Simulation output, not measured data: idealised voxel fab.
Process module heading - voxel gate over fins
290 nm wide, 5 nm square cells: that's cross-section cut.
A cross-section is written here as square cells arranged in a grid, and it is given in bands from the top down, each band taking up one or more rows of cells.
Basically the band line says how high the top is and how high the bottom is, in nm, and then what's in it from left to right, every material with its width in nm. Empty space shows up as "blank", and if a single material carries "edge to edge" it runs the full band edge to edge.
Measure heights from 0. That's the level where, below it, the as-received wafer is all one material. The lowest band is bottomless and extends downward; write it as in "0 nm and below".
Top row gets the first number, bottom row gets the second, and each row in between changes by the same step: that is how a band width like "30 to 40" works.
"no alteration", as given for a step, is the statement that not any cell of the cross-section underwent a change during that step.
In the "Catalogued sealed voids" entry, you get each enclosed empty space of 8 cells or more, one with no open way to the top, written width x height at distance, distance from the left edge, in nm.
On a step's line, text after the settings is the simulator commenting on that step.
The setting "overlay nm" may be written on the line of a step. When the step uses a mask, the value reports how far to the right of the planned place the mask lay, and a negative value reports that it lay to the left.

List of planned process steps
| 1 | RECEIVE with material Si |
| 2 | CONFORMAL_DEP with material SiN, thk nm 5 |
| 3 | DIRECTIONAL_DEP with material aC, thk nm 15 |
| 4 | PATTERN with tone cover, mask id FINS, material resist, width nm 15, pitch nm 60, thk nm 35, overlay nm 0 |
| 5 | DIRECTIONAL_ETCH with etch materials aC, depth nm 15 |
| 6 | STRIP with etch materials resist |
| 7 | DIRECTIONAL_ETCH with etch materials SiN, depth nm 5 |
| 8 | DIRECTIONAL_ETCH with etch materials Si, depth nm 40 |
| 9 | STRIP with etch materials aC |
| 10 | FILL_DEP with material SiO2, thk nm 15 |
| 11 | CMP with height nm 5 |
| 12 | PATTERN with tone open, mask id RAIL, material resist, width nm 15, thk nm 15, overlay nm 0 |
| 13 | DIRECTIONAL_ETCH with etch materials SiO2, depth nm 40 |
| 14 | STRIP with etch materials resist |
| 15 | CONFORMAL_DEP with material TiN, thk nm 5 |
| 16 | FILL_DEP with material W, thk nm 5 |
| 17 | CMP with height nm 5 |
| 18 | SELECTIVE_ETCH with etch materials W Ru TiN, depth nm 20 |
| 19 | FILL_DEP with material SiO2, thk nm 5 |
| 20 | CMP with height nm 5 |
| 21 | SELECTIVE_ETCH with etch materials SiO2, depth nm 15 |
| 22 | STRIP with etch materials SiN |
| 23 | CONFORMAL_DEP with material HfO2, thk nm 5 |
| 24 | CONFORMAL_DEP with material TiN, thk nm 5 |
| 25 | FILL_DEP with material W, thk nm 15 |
| 26 | CMP with height nm 20 |
| 27 | CONFORMAL_DEP with material SiCN, thk nm 10 |

First of two wafers, processed according to plan

Cross-section of the wafer upon arrival, representing the state reached after step 1
	0 nm and below  Si edge to edge
	Catalogued sealed voids: none

Take a look at the wafer's cross-section after step 2
	5 nm to 0 nm  SiN edge to edge
	Nothing below the height 0 has changed.

Take a look at the wafer's cross-section after step 3
	20 nm to 5 nm  aC edge to edge
	Nothing below the height 5 has changed.

Take a look at the wafer's cross-section after step 4
	55 nm to 20 nm  blank 45, then resist 15, then blank 45, then resist 15, then blank 45, then resist 15, then blank 45, then resist 15, then blank 50
	Nothing below the height 20 has changed.

Take a look at the wafer's cross-section after step 5
	40 nm to 20 nm  blank 45, then resist 15, then blank 45, then resist 15, then blank 45, then resist 15, then blank 45, then resist 15, then blank 50
	20 nm to 5 nm  blank 45, then aC 15, then blank 45, then aC 15, then blank 45, then aC 15, then blank 45, then aC 15, then blank 50
	Nothing below the height 5 has changed.

Take a look at the wafer's cross-section after step 6
	20 nm to 5 nm  blank 45, then aC 15, then blank 45, then aC 15, then blank 45, then aC 15, then blank 45, then aC 15, then blank 50
	Nothing below the height 5 has changed.

Take a look at the wafer's cross-section after step 7
	20 nm to 5 nm  blank 45, then aC 15, then blank 45, then aC 15, then blank 45, then aC 15, then blank 45, then aC 15, then blank 50
	5 nm to 0 nm  blank 45, then SiN 15, then blank 45, then SiN 15, then blank 45, then SiN 15, then blank 45, then SiN 15, then blank 50
	Nothing below the height 0 has changed.

Take a look at the wafer's cross-section after step 8
	20 nm to 5 nm  blank 45, then aC 15, then blank 45, then aC 15, then blank 45, then aC 15, then blank 45, then aC 15, then blank 50
	5 nm to 0 nm  blank 45, then SiN 15, then blank 45, then SiN 15, then blank 45, then SiN 15, then blank 45, then SiN 15, then blank 50
	0 nm to -40 nm  blank 45, then Si 15, then blank 45, then Si 15, then blank 45, then Si 15, then blank 45, then Si 15, then blank 50
	Nothing below the height -40 has changed.

Take a look at the wafer's cross-section after step 9
	5 nm to 0 nm  blank 45, then SiN 15, then blank 45, then SiN 15, then blank 45, then SiN 15, then blank 45, then SiN 15, then blank 50
	Nothing below the height 0 has changed.

Take a look at the wafer's cross-section after step 10
	20 nm to 5 nm  SiO2 edge to edge
	5 nm to 0 nm  SiO2 45, then SiN 15, then SiO2 45, then SiN 15, then SiO2 45, then SiN 15, then SiO2 45, then SiN 15, then SiO2 50
	0 nm to -40 nm  SiO2 45, then Si 15, then SiO2 45, then Si 15, then SiO2 45, then Si 15, then SiO2 45, then Si 15, then SiO2 50
	Nothing below the height -40 has changed.

Take a look at the wafer's cross-section after step 11
	5 nm to 0 nm  SiO2 45, then SiN 15, then SiO2 45, then SiN 15, then SiO2 45, then SiN 15, then SiO2 45, then SiN 15, then SiO2 50
	Nothing below the height 0 has changed.

Take a look at the wafer's cross-section after step 12
	20 nm to 5 nm  resist 75, then blank 15, then resist 200
	Nothing below the height 5 has changed.

Take a look at the wafer's cross-section after step 13
	20 nm to 5 nm  resist 75, then blank 15, then resist 200
	5 nm to 0 nm  SiO2 45, then SiN 15, then SiO2 15, then blank 15, then SiO2 15, then SiN 15, then SiO2 45, then SiN 15, then SiO2 45, then SiN 15, then SiO2 50
	0 nm to -35 nm  SiO2 45, then Si 15, then SiO2 15, then blank 15, then SiO2 15, then Si 15, then SiO2 45, then Si 15, then SiO2 45, then Si 15, then SiO2 50
	Nothing below the height -35 has changed.

Take a look at the wafer's cross-section after step 14
	5 nm to 0 nm  SiO2 45, then SiN 15, then SiO2 15, then blank 15, then SiO2 15, then SiN 15, then SiO2 45, then SiN 15, then SiO2 45, then SiN 15, then SiO2 50
	Nothing below the height 0 has changed.

Take a look at the wafer's cross-section after step 15
	10 nm to 5 nm  TiN 80, then blank 5, then TiN 205
	5 nm to 0 nm  SiO2 45, then SiN 15, then SiO2 15, then TiN 5, then blank 5, then TiN 5, then SiO2 15, then SiN 15, then SiO2 45, then SiN 15, then SiO2 45, then SiN 15, then SiO2 50
	0 nm to -30 nm  SiO2 45, then Si 15, then SiO2 15, then TiN 5, then blank 5, then TiN 5, then SiO2 15, then Si 15, then SiO2 45, then Si 15, then SiO2 45, then Si 15, then SiO2 50
	-30 nm to -35 nm  SiO2 45, then Si 15, then SiO2 15, then TiN 15, then SiO2 15, then Si 15, then SiO2 45, then Si 15, then SiO2 45, then Si 15, then SiO2 50
	Nothing below the height -35 has changed.

Take a look at the wafer's cross-section after step 16
	15 nm to 10 nm  W edge to edge
	10 nm to 5 nm  TiN 80, then W 5, then TiN 205
	5 nm to 0 nm  SiO2 45, then SiN 15, then SiO2 15, then TiN 5, then W 5, then TiN 5, then SiO2 15, then SiN 15, then SiO2 45, then SiN 15, then SiO2 45, then SiN 15, then SiO2 50
	0 nm to -30 nm  SiO2 45, then Si 15, then SiO2 15, then TiN 5, then W 5, then TiN 5, then SiO2 15, then Si 15, then SiO2 45, then Si 15, then SiO2 45, then Si 15, then SiO2 50
	Nothing below the height -30 has changed.

Take a look at the wafer's cross-section after step 17
	5 nm to 0 nm  SiO2 45, then SiN 15, then SiO2 15, then TiN 5, then W 5, then TiN 5, then SiO2 15, then SiN 15, then SiO2 45, then SiN 15, then SiO2 45, then SiN 15, then SiO2 50
	Nothing below the height 0 has changed.

Take a look at the wafer's cross-section after step 18
	5 nm to 0 nm  SiO2 45, then SiN 15, then SiO2 15, then blank 15, then SiO2 15, then SiN 15, then SiO2 45, then SiN 15, then SiO2 45, then SiN 15, then SiO2 50
	0 nm to -15 nm  SiO2 45, then Si 15, then SiO2 15, then blank 15, then SiO2 15, then Si 15, then SiO2 45, then Si 15, then SiO2 45, then Si 15, then SiO2 50
	Nothing below the height -15 has changed.

Take a look at the wafer's cross-section after step 19
	10 nm to 5 nm  SiO2 edge to edge
	5 nm to 0 nm  SiO2 45, then SiN 15, then SiO2 45, then SiN 15, then SiO2 45, then SiN 15, then SiO2 45, then SiN 15, then SiO2 50
	0 nm to -15 nm  SiO2 45, then Si 15, then SiO2 45, then Si 15, then SiO2 45, then Si 15, then SiO2 45, then Si 15, then SiO2 50
	Nothing below the height -15 has changed.

Take a look at the wafer's cross-section after step 20
	5 nm to 0 nm  SiO2 45, then SiN 15, then SiO2 45, then SiN 15, then SiO2 45, then SiN 15, then SiO2 45, then SiN 15, then SiO2 50
	Nothing below the height 0 has changed.

Take a look at the wafer's cross-section after step 21
	5 nm to 0 nm  blank 45, then SiN 15, then blank 45, then SiN 15, then blank 45, then SiN 15, then blank 45, then SiN 15, then blank 50
	0 nm to -10 nm  blank 45, then Si 15, then blank 45, then Si 15, then blank 45, then Si 15, then blank 45, then Si 15, then blank 50
	Nothing below the height -10 has changed.

Take a look at the wafer's cross-section after step 22
	0 nm to -10 nm  blank 45, then Si 15, then blank 45, then Si 15, then blank 45, then Si 15, then blank 45, then Si 15, then blank 50
	Nothing below the height -10 has changed.

Take a look at the wafer's cross-section after step 23
	5 nm to 0 nm  blank 40, then HfO2 25, then blank 35, then HfO2 25, then blank 35, then HfO2 25, then blank 35, then HfO2 25, then blank 45
	0 nm to -5 nm  blank 40, then HfO2 5, then Si 15, then HfO2 5, then blank 35, then HfO2 5, then Si 15, then HfO2 5, then blank 35, then HfO2 5, then Si 15, then HfO2 5, then blank 35, then HfO2 5, then Si 15, then HfO2 5, then blank 45
	-5 nm to -10 nm  HfO2 45, then Si 15, then HfO2 45, then Si 15, then HfO2 45, then Si 15, then HfO2 45, then Si 15, then HfO2 50
	Nothing below the height -10 has changed.

Take a look at the wafer's cross-section after step 24
	10 nm to 5 nm  blank 35, then TiN 35, then blank 25, then TiN 35, then blank 25, then TiN 35, then blank 25, then TiN 35, then blank 40
	5 nm to 0 nm  blank 35, then TiN 5, then HfO2 25, then TiN 5, then blank 25, then TiN 5, then HfO2 25, then TiN 5, then blank 25, then TiN 5, then HfO2 25, then TiN 5, then blank 25, then TiN 5, then HfO2 25, then TiN 5, then blank 40
	0 nm to -5 nm  TiN 40, then HfO2 5, then Si 15, then HfO2 5, then TiN 35, then HfO2 5, then Si 15, then HfO2 5, then TiN 35, then HfO2 5, then Si 15, then HfO2 5, then TiN 35, then HfO2 5, then Si 15, then HfO2 5, then TiN 45
	Nothing below the height -5 has changed.

Take a look at the wafer's cross-section after step 25
	25 nm to 10 nm  W edge to edge
	10 nm to 5 nm  W 35, then TiN 35, then W 25, then TiN 35, then W 25, then TiN 35, then W 25, then TiN 35, then W 40
	5 nm to 0 nm  W 35, then TiN 5, then HfO2 25, then TiN 5, then W 25, then TiN 5, then HfO2 25, then TiN 5, then W 25, then TiN 5, then HfO2 25, then TiN 5, then W 25, then TiN 5, then HfO2 25, then TiN 5, then W 40
	Nothing below the height 0 has changed.

Take a look at the wafer's cross-section after step 26
	20 nm to 10 nm  W edge to edge
	Nothing below the height 10 has changed.

Take a look at the wafer's cross-section after step 27
	30 nm to 20 nm  SiCN edge to edge
	Nothing below the height 20 has changed.

Wafer two. Same start, same plan, one slip in execution. Same as wafer one through step 11, inclusive

The second wafer cut through, at the time step 12 was supposed to be finished
	20 nm to 5 nm  resist 85, then blank 15, then resist 190
	Nothing below the height 5 has changed.

The second wafer cut through, at the time step 13 was supposed to be finished
	20 nm to 5 nm  resist 85, then blank 15, then resist 190
	5 nm to 0 nm  SiO2 45, then SiN 15, then SiO2 25, then blank 15, then SiO2 5, then SiN 15, then SiO2 45, then SiN 15, then SiO2 45, then SiN 15, then SiO2 50
	0 nm to -35 nm  SiO2 45, then Si 15, then SiO2 25, then blank 15, then SiO2 5, then Si 15, then SiO2 45, then Si 15, then SiO2 45, then Si 15, then SiO2 50
	Nothing below the height -35 has changed.

The second wafer cut through, at the time step 14 was supposed to be finished
	5 nm to 0 nm  SiO2 45, then SiN 15, then SiO2 25, then blank 15, then SiO2 5, then SiN 15, then SiO2 45, then SiN 15, then SiO2 45, then SiN 15, then SiO2 50
	Nothing below the height 0 has changed.

The second wafer cut through, at the time step 15 was supposed to be finished
	10 nm to 5 nm  TiN 90, then blank 5, then TiN 195
	5 nm to 0 nm  SiO2 45, then SiN 15, then SiO2 25, then TiN 5, then blank 5, then TiN 5, then SiO2 5, then SiN 15, then SiO2 45, then SiN 15, then SiO2 45, then SiN 15, then SiO2 50
	0 nm to -30 nm  SiO2 45, then Si 15, then SiO2 25, then TiN 5, then blank 5, then TiN 5, then SiO2 5, then Si 15, then SiO2 45, then Si 15, then SiO2 45, then Si 15, then SiO2 50
	-30 nm to -35 nm  SiO2 45, then Si 15, then SiO2 25, then TiN 15, then SiO2 5, then Si 15, then SiO2 45, then Si 15, then SiO2 45, then Si 15, then SiO2 50
	Nothing below the height -35 has changed.

The second wafer cut through, at the time step 16 was supposed to be finished
	15 nm to 10 nm  W edge to edge
	10 nm to 5 nm  TiN 90, then W 5, then TiN 195
	5 nm to 0 nm  SiO2 45, then SiN 15, then SiO2 25, then TiN 5, then W 5, then TiN 5, then SiO2 5, then SiN 15, then SiO2 45, then SiN 15, then SiO2 45, then SiN 15, then SiO2 50
	0 nm to -30 nm  SiO2 45, then Si 15, then SiO2 25, then TiN 5, then W 5, then TiN 5, then SiO2 5, then Si 15, then SiO2 45, then Si 15, then SiO2 45, then Si 15, then SiO2 50
	Nothing below the height -30 has changed.

The second wafer cut through, at the time step 17 was supposed to be finished
	5 nm to 0 nm  SiO2 45, then SiN 15, then SiO2 25, then TiN 5, then W 5, then TiN 5, then SiO2 5, then SiN 15, then SiO2 45, then SiN 15, then SiO2 45, then SiN 15, then SiO2 50
	Nothing below the height 0 has changed.

The second wafer cut through, at the time step 18 was supposed to be finished
	5 nm to 0 nm  SiO2 45, then SiN 15, then SiO2 25, then blank 15, then SiO2 5, then SiN 15, then SiO2 45, then SiN 15, then SiO2 45, then SiN 15, then SiO2 50
	0 nm to -15 nm  SiO2 45, then Si 15, then SiO2 25, then blank 15, then SiO2 5, then Si 15, then SiO2 45, then Si 15, then SiO2 45, then Si 15, then SiO2 50
	Nothing below the height -15 has changed.

The second wafer cut through, at the time step 19 was supposed to be finished
	10 nm to 5 nm  SiO2 edge to edge
	5 nm to 0 nm  SiO2 45, then SiN 15, then SiO2 45, then SiN 15, then SiO2 45, then SiN 15, then SiO2 45, then SiN 15, then SiO2 50
	0 nm to -15 nm  SiO2 45, then Si 15, then SiO2 45, then Si 15, then SiO2 45, then Si 15, then SiO2 45, then Si 15, then SiO2 50
	Nothing below the height -15 has changed.

The second wafer cut through, at the time step 20 was supposed to be finished
	5 nm to 0 nm  SiO2 45, then SiN 15, then SiO2 45, then SiN 15, then SiO2 45, then SiN 15, then SiO2 45, then SiN 15, then SiO2 50
	Nothing below the height 0 has changed.

The second wafer cut through, at the time step 21 was supposed to be finished
	5 nm to 0 nm  blank 45, then SiN 15, then blank 45, then SiN 15, then blank 45, then SiN 15, then blank 45, then SiN 15, then blank 50
	0 nm to -10 nm  blank 45, then Si 15, then blank 45, then Si 15, then blank 45, then Si 15, then blank 45, then Si 15, then blank 50
	Nothing below the height -10 has changed.

The second wafer cut through, at the time step 22 was supposed to be finished
	0 nm to -10 nm  blank 45, then Si 15, then blank 45, then Si 15, then blank 45, then Si 15, then blank 45, then Si 15, then blank 50
	Nothing below the height -10 has changed.

The second wafer cut through, at the time step 23 was supposed to be finished
	5 nm to 0 nm  blank 40, then HfO2 25, then blank 35, then HfO2 25, then blank 35, then HfO2 25, then blank 35, then HfO2 25, then blank 45
	0 nm to -5 nm  blank 40, then HfO2 5, then Si 15, then HfO2 5, then blank 35, then HfO2 5, then Si 15, then HfO2 5, then blank 35, then HfO2 5, then Si 15, then HfO2 5, then blank 35, then HfO2 5, then Si 15, then HfO2 5, then blank 45
	-5 nm to -10 nm  HfO2 45, then Si 15, then HfO2 45, then Si 15, then HfO2 45, then Si 15, then HfO2 45, then Si 15, then HfO2 50
	Nothing below the height -10 has changed.

The second wafer cut through, at the time step 24 was supposed to be finished
	10 nm to 5 nm  blank 35, then TiN 35, then blank 25, then TiN 35, then blank 25, then TiN 35, then blank 25, then TiN 35, then blank 40
	5 nm to 0 nm  blank 35, then TiN 5, then HfO2 25, then TiN 5, then blank 25, then TiN 5, then HfO2 25, then TiN 5, then blank 25, then TiN 5, then HfO2 25, then TiN 5, then blank 25, then TiN 5, then HfO2 25, then TiN 5, then blank 40
	0 nm to -5 nm  TiN 40, then HfO2 5, then Si 15, then HfO2 5, then TiN 35, then HfO2 5, then Si 15, then HfO2 5, then TiN 35, then HfO2 5, then Si 15, then HfO2 5, then TiN 35, then HfO2 5, then Si 15, then HfO2 5, then TiN 45
	Nothing below the height -5 has changed.

The second wafer cut through, at the time step 25 was supposed to be finished
	25 nm to 10 nm  W edge to edge
	10 nm to 5 nm  W 35, then TiN 35, then W 25, then TiN 35, then W 25, then TiN 35, then W 25, then TiN 35, then W 40
	5 nm to 0 nm  W 35, then TiN 5, then HfO2 25, then TiN 5, then W 25, then TiN 5, then HfO2 25, then TiN 5, then W 25, then TiN 5, then HfO2 25, then TiN 5, then W 25, then TiN 5, then HfO2 25, then TiN 5, then W 40
	Nothing below the height 0 has changed.

The second wafer cut through, at the time step 26 was supposed to be finished
	20 nm to 10 nm  W edge to edge
	Nothing below the height 10 has changed.

The second wafer cut through, at the time step 27 was supposed to be finished
	30 nm to 20 nm  SiCN edge to edge
	Nothing below the height 20 has changed.
What was done differently from what was planned? the process deviated at step 12: the operation and settings actually run there were PATTERN with tone open, mask id RAIL, material resist, width nm 15, thk nm 15, overlay nm 10
The two final wafers agree on how many cells each material fills and disagree on which cells those are.
